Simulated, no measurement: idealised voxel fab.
The name of this process module is voxel ribs on slabs.
FYI the section here is cut, 265 nm wide, cells are 5 nm squares.
A cross-section in this document is a grid of square cells, and it is written down as bands, the top band listed before the ones below it; a band is made up of one or more rows of cells. Band: top and bottom heights (nm) first, top before bottom; then materials from left to right, widths in nm. "everywhere" marks a sole material filling the band edge to edge. "blank" denotes empty space. Convention: height 0 is the level below which the wafer, as received, is all one material. The lowest band does not terminate at the bottom but continues downward, represented as "top 0, no bottom". Think of "30..40" as a width that walks from the first number to the second as you go down the band, top row to bottom row, taking equal-sized steps from row to row. When a step is marked "everything unchanged", none of the cells in the cross-section changed during that step. Basically, "Closed void roster" tells you about the enclosed voids: empty spaces with no open way to the top, 8 cells or bigger, each written width x height at distance, where distance is from the left edge, all in nm. Read whatever lies past the settings on a step's line as the simulator's own remark about the step. When a step includes a mask, the "overlay nm" setting on its line states how far to the right of its planned place that mask lay, and negative values state how far to the left.

THIS SECTION LISTS THE PROCESS STEPS THAT WERE PLANNED
step 1: RECEIVE [material Si]
step 2: DIRECTIONAL_DEP [material SiO2] [thk nm 20]
step 3: DIRECTIONAL_DEP [material polySi] [thk nm 15]
step 4: PATTERN [tone cover] [mask id RIB] [material resist] [width nm 30] [thk nm 15] [overlay nm 0]
step 5: DIRECTIONAL_ETCH [etch materials polySi] [depth nm 5]
step 6: STRIP [etch materials resist]
step 7: PATTERN [tone cover] [mask id SLAB] [material resist] [width nm 80] [thk nm 20] [overlay nm -15]
step 8: DIRECTIONAL_ETCH [etch materials polySi] [depth nm 10]
step 9: STRIP [etch materials resist]
step 10: FILL_DEP [material SiO2] [thk nm 20]
step 11: CMP [height nm 50]
step 12: DIRECTIONAL_DEP [material TiN] [thk nm 5]
step 13: DIRECTIONAL_DEP [material aC] [thk nm 10]
step 14: PATTERN [tone cover] [mask id HEATER] [material resist] [width nm 40] [thk nm 25] [overlay nm 0]
step 15: DIRECTIONAL_ETCH [etch materials aC] [depth nm 10]
step 16: STRIP [etch materials resist]
step 17: DIRECTIONAL_ETCH [etch materials TiN] [depth nm 5]
step 18: STRIP [etch materials aC]
step 19: CONFORMAL_DEP [material SiN] [thk nm 5]
For clarity, it should be stated that the wafers under discussion commence in an identical condition and differ with respect to the overlay nm of step 7, the plan indicating the value that the first wafer had.

THE FIRST OF SEVERAL WAFERS IN CROSS-SECTION, EXACTLY AS IT REACHED US AFTER STEP 1
* top 0, no bottom  Si everywhere
* Closed void roster: none

WAFER CROSS-SECTION (FIRST OF SEVERAL) - MODULE END, POST STEP 19 (LAST STEP)
* top 60, bottom 55  105 of blank | 50 of SiN | 110 of blank
* top 55, bottom 50  110 of SiN | 40 of TiN | 115 of SiN
* top 50, bottom 35  SiO2 everywhere
* top 35, bottom 30  115 of SiO2 | 30 of polySi | 120 of SiO2
* top 30, bottom 20  75 of SiO2 | 80 of polySi | 110 of SiO2
* top 20, bottom 0  SiO2 everywhere
* top 0, no bottom  Si everywhere
* Closed void roster: none

THE FINAL WAFER, SECTIONED AT MODULE END
* top 60, bottom 55  105 of blank | 50 of SiN | 110 of blank
* top 55, bottom 50  110 of SiN | 40 of TiN | 115 of SiN
* top 50, bottom 35  SiO2 everywhere
* top 35, bottom 30  115 of SiO2 | 30 of polySi | 120 of SiO2
* top 30, bottom 20  105 of SiO2 | 80 of polySi | 80 of SiO2
* top 20, bottom 0  SiO2 everywhere
* top 0, no bottom  Si everywhere
* Closed void roster: none

THE ROWS OF THE TABLE BELOW ARE WAFERS. LOOKING AT THE END OF THE MODULE, A ROW COUNTS, FOR EVERY MATERIAL, THE CELLS THE WAFER HAS GAINED, SHOWN AS (+), OR LOST, SHOWN AS (-), SINCE IT WAS RECEIVED; ITS CLOSED VOIDS COME NEXT
overlay nm -15 | +55 SiN | +492 SiO2 | +8 TiN | +38 polySi | Closed void roster: none
overlay nm -10 | +55 SiN | +492 SiO2 | +8 TiN | +38 polySi | Closed void roster: none
overlay nm -5 | +55 SiN | +492 SiO2 | +8 TiN | +38 polySi | Closed void roster: none
overlay nm 0 | +55 SiN | +492 SiO2 | +8 TiN | +38 polySi | Closed void roster: none
overlay nm 5 | +55 SiN | +492 SiO2 | +8 TiN | +38 polySi | Closed void roster: none
overlay nm 10 | +55 SiN | +492 SiO2 | +8 TiN | +38 polySi | Closed void roster: none
overlay nm 15 | +55 SiN | +492 SiO2 | +8 TiN | +38 polySi | Closed void roster: none
